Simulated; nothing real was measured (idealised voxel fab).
process module | voxel tone inversion
cross-section cut | 195 nm wide | cells 5 nm
A cross-section is a grid of square cells, given in bands from the top down. A band is one or more rows of cells.
Each band's line starts with the height of the band's top and of its bottom, in nm. Then come its materials from left to right, each with its width in nm. One material with "throughout" fills the band from edge to edge. "air" is empty space.
Height 0 is the level under which the wafer as received is all one material. The lowest band goes on downwards, as in "0 down".
A width such as "30 to 40" changes by the same amount from each row of cells to the next, from the band's top row to its bottom row.
"no change" after a step means that no cell of the cross-section changed.
closed voids: empty space of 8 cells or more with no open way to the top, each as width x height at its distance from the left edge, in nm
after a step's settings: what the simulator itself notes on the step
overlay nm, on a step with a mask: how far to the right of its planned place the mask lay; to the left if negative
plan
1 op RECEIVE | material Si
2 op CONFORMAL_DEP | material SiCN | thk nm 10
3 op DIRECTIONAL_DEP | material aC | thk nm 20
4 op PATTERN | tone cover | mask id POSTS | material resist | width nm 15 | pitch nm 45 | thk nm 25 | overlay nm 0
5 op DIRECTIONAL_ETCH | etch materials aC | depth nm 20
6 op STRIP | etch materials resist
7 op FILL_DEP | material lowk | thk nm 5
8 op CMP | height nm 30
9 op STRIP | etch materials aC
10 op CONFORMAL_DEP | material TiN | thk nm 5
11 op FILL_DEP | material Cu | thk nm 5
12 op CMP | height nm 30
13 op CONFORMAL_DEP | material SiCN | thk nm 5
as received, after step 1
  0 down: Si throughout
  closed voids: none
first wafer at the end, as planned
  35 to 30: SiCN throughout
  30 to 15: lowk 45 | TiN 5 | Cu 5 | TiN 5 | lowk 30 | TiN 5 | Cu 5 | TiN 5 | lowk 30 | TiN 5 | Cu 5 | TiN 5 | lowk 45
  15 to 10: lowk 45 | TiN 15 | lowk 30 | TiN 15 | lowk 30 | TiN 15 | lowk 45
  10 to 0: SiCN throughout
  0 down: Si throughout
  closed voids: none
second wafer at the end: like start, like plan, one mistake
  35 to 30: SiCN throughout
  30 to 15: lowk 45 | TiN 5 | Cu 10 | TiN 5 | lowk 25 | TiN 5 | Cu 10 | TiN 5 | lowk 25 | TiN 5 | Cu 10 | TiN 5 | lowk 40
  15 to 10: lowk 45 | TiN 20 | lowk 25 | TiN 20 | lowk 25 | TiN 20 | lowk 40
  10 to 0: SiCN throughout
  0 down: Si throughout
  closed voids: none
what went wrong: step 4 ran as: op PATTERN | tone cover | mask id POSTS | material resist | width nm 20 | pitch nm 45 | thk nm 25 | overlay nm 0
at the end the second wafer has, in cells: 9 more of Cu | 3 more of TiN | 12 fewer of lowk
